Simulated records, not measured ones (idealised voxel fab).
The following is a process module called voxel tone inversion.
The figure presents cross-section cut, which has a width of 255 nm and is divided into square cells with an edge length of 5 nm.
Just so we're on the same page, the cross-sections are grids of square cells, and they're listed out in bands top to bottom, each band one or more rows deep. Heads up on the band format: heights come first, top then bottom, in nm. After that it's the materials left to right, each with its width in nm. A single material flagged "throughout" fills the whole band edge to edge, and "air" means there's empty space there. Heights are measured from 0, the level below which the as-received wafer is all one material; the lowest band has no bottom and continues downward, written as in "from 0 down". A two-number width, for instance "30..40", indicates that the width is equal to the first number in the top row of the band and to the second number in the bottom row, and that it changes by a constant amount per row of cells. "identical to before" (step): cross-section cells unchanged, all of them. "Fully sealed cavities" enumerates empty spaces isolated from the top, with no open way to it, that contain at least 8 cells, giving each as width x height at distance from the left edge, all three in nm. What comes after the settings on a step's line is commentary from the simulator itself on that step. Each step line may optionally specify "overlay nm", which for a step with a mask gives the rightward distance between the mask's planned place and where it lay, a negative value indicating the leftward direction.
Intended process steps:
step 1: RECEIVE: material Si
step 2: CONFORMAL_DEP: material SiCN, thk nm 5
step 3: DIRECTIONAL_DEP: material polySi, thk nm 15
step 4: PATTERN: tone cover, mask id POSTS, material resist, width nm 25, pitch nm 45, thk nm 20, overlay nm 0
step 5: DIRECTIONAL_ETCH: etch materials polySi, depth nm 15
step 6: STRIP: etch materials resist
step 7: FILL_DEP: material lowk, thk nm 5
step 8: CMP: height nm 20
step 9: STRIP: etch materials polySi
step 10: CONFORMAL_DEP: material TiN, thk nm 5
step 11: FILL_DEP: material Ru, thk nm 10
step 12: CMP: height nm 20
step 13: CONFORMAL_DEP: material SiCN, thk nm 5
Cross-section of the incoming wafer, state after step 1:
from 0 down  Si throughout
Fully sealed cavities: none
Post-module cross-section of the first of two wafers (run per plan):
from 25 to 20  SiCN throughout
from 20 to 10  lowk: 90, then TiN: 5, then Ru: 15, then TiN: 5, then lowk: 20, then TiN: 5, then Ru: 15, then TiN: 5, then lowk: 95
from 10 to 5  lowk: 90, then TiN: 25, then lowk: 20, then TiN: 25, then lowk: 95
from 5 to 0  SiCN throughout
from 0 down  Si throughout
Fully sealed cavities: none
Second wafer through the module, sectioned at the end: same beginning and same plan as the first wafer, with one mistake in carrying it out:
from 25 to 15  SiCN throughout
from 15 to 0  polySi throughout
from 0 down  Si throughout
Fully sealed cavities: none
So what did we get wrong on this run? the processing plan was not followed for steps 2 and 3, which were run with their positions exchanged
Per the end-of-run cell counts, the second wafer holds more or fewer of some materials than the first: -12 Ru; -18 TiN; -123 lowk; +153 polySi
